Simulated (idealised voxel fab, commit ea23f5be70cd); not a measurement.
Herein follows the process module entitled voxel gate over fins.
Cross-section cut: width 280 nm, square cells of 5 nm.
We lay out every cross-section as a grid of square cells and spell it out in bands from the top down, where one band means one or more rows of cells.
Basically the band line says how high the top is and how high the bottom is, in nm, and then what's in it from left to right, every material with its width in nm. Empty space shows up as "blank", and if a single material carries "full width" it runs the full band edge to edge.
Counting heights begins at 0, where everything beneath is, in the wafer as received, one material. The lowest band has no bottom; it goes on downwards, as "0 nm and below" shows.
The notation "30 to 40" denotes a width that varies across the rows of cells in the band, beginning at the first number in the top row, finishing at the second number in the bottom row, and changing by an identical amount from each row to the next.
The designation "changes: none", where it is given for a processing step, indicates that no cell of the cross-section was altered in the course of that step.
Empty spaces counting at least 8 cells and having no open way to the top are listed in "Non-vented voids". The notation width x height at distance is used for each, the distance being from the left edge and all three values in nm.
It should be noted that, on the line of a given step, the content following the step's settings is a remark produced by the simulator itself with respect to that step.
If you see "overlay nm" on a step's line and that step has a mask, it's telling you how far right of where it was planned the mask ended up; a negative number means it went left instead.
Process steps - plan
- 1: RECEIVE with material Si
- 2: CONFORMAL_DEP with material SiN, thk nm 5
- 3: DIRECTIONAL_DEP with material aC, thk nm 10
- 4: PATTERN with tone cover, mask id FINS, material resist, width nm 15, pitch nm 45, thk nm 25, overlay nm 0
- 5: DIRECTIONAL_ETCH with etch materials aC, depth nm 10
- 6: STRIP with etch materials resist
- 7: DIRECTIONAL_ETCH with etch materials SiN, depth nm 5
- 8: DIRECTIONAL_ETCH with etch materials Si, depth nm 30
- 9: STRIP with etch materials aC
- 10: FILL_DEP with material SiO2, thk nm 10
- 11: CMP with height nm 5
- 12: SELECTIVE_ETCH with etch materials SiO2, depth nm 20
- 13: STRIP with etch materials SiN
- 14: CONFORMAL_DEP with material HfO2, thk nm 5
- 15: CONFORMAL_DEP with material TiN, thk nm 5
- 16: CONFORMAL_DEP with material TiAl, thk nm 5
- 17: CONFORMAL_DEP with material TiN, thk nm 5
- 18: FILL_DEP with material W, thk nm 10
- 19: CMP with height nm 25
- 20: CONFORMAL_DEP with material SiCN, thk nm 10
Cross-section of the wafer at receipt, which is the condition after step 1
    0 nm and below  Si full width
    Non-vented voids: none
a wafer at the end: this start, this plan, one mistake
    35 nm to 25 nm  SiCN full width
    25 nm to 20 nm  W full width
    20 nm to 15 nm  W: 35 | TiN: 190 | W: 55
    15 nm to 10 nm  W: 35 | TiN: 5 | TiAl: 180 | TiN: 5 | W: 55
    10 nm to 5 nm  W: 35 | TiN: 5 | TiAl: 5 | TiN: 35 | TiAl: 10 | TiN: 35 | TiAl: 10 | TiN: 35 | TiAl: 10 | TiN: 35 | TiAl: 5 | TiN: 5 | W: 55
    5 nm to 0 nm  TiN: 40 | TiAl: 5 | TiN: 5 | HfO2: 25 | TiN: 5 | TiAl: 10 | TiN: 5 | HfO2: 25 | TiN: 5 | TiAl: 10 | TiN: 5 | HfO2: 25 | TiN: 5 | TiAl: 10 | TiN: 5 | HfO2: 25 | TiN: 5 | TiAl: 5 | TiN: 60
    0 nm to -5 nm  TiAl: 45 | TiN: 5 | HfO2: 5 | Si: 15 | HfO2: 5 | TiN: 5 | TiAl: 10 | TiN: 5 | HfO2: 5 | Si: 15 | HfO2: 5 | TiN: 5 | TiAl: 10 | TiN: 5 | HfO2: 5 | Si: 15 | HfO2: 5 | TiN: 5 | TiAl: 10 | TiN: 5 | HfO2: 5 | Si: 15 | HfO2: 5 | TiN: 5 | TiAl: 65
    -5 nm to -10 nm  TiN: 50 | HfO2: 5 | Si: 15 | HfO2: 5 | TiN: 20 | HfO2: 5 | Si: 15 | HfO2: 5 | TiN: 20 | HfO2: 5 | Si: 15 | HfO2: 5 | TiN: 20 | HfO2: 5 | Si: 15 | HfO2: 5 | TiN: 70
    -10 nm to -15 nm  HfO2: 55 | Si: 15 | HfO2: 30 | Si: 15 | HfO2: 30 | Si: 15 | HfO2: 30 | Si: 15 | HfO2: 75
    -15 nm to -30 nm  SiO2: 55 | Si: 15 | SiO2: 30 | Si: 15 | SiO2: 30 | Si: 15 | SiO2: 30 | Si: 15 | SiO2: 75
    -30 nm and below  Si full width
    Non-vented voids: none
Deviation from plan: step 4 went in with a setting other than planned; the actual run was PATTERN with tone cover, mask id FINS, material resist, width nm 15, pitch nm 45, thk nm 25, overlay nm -10
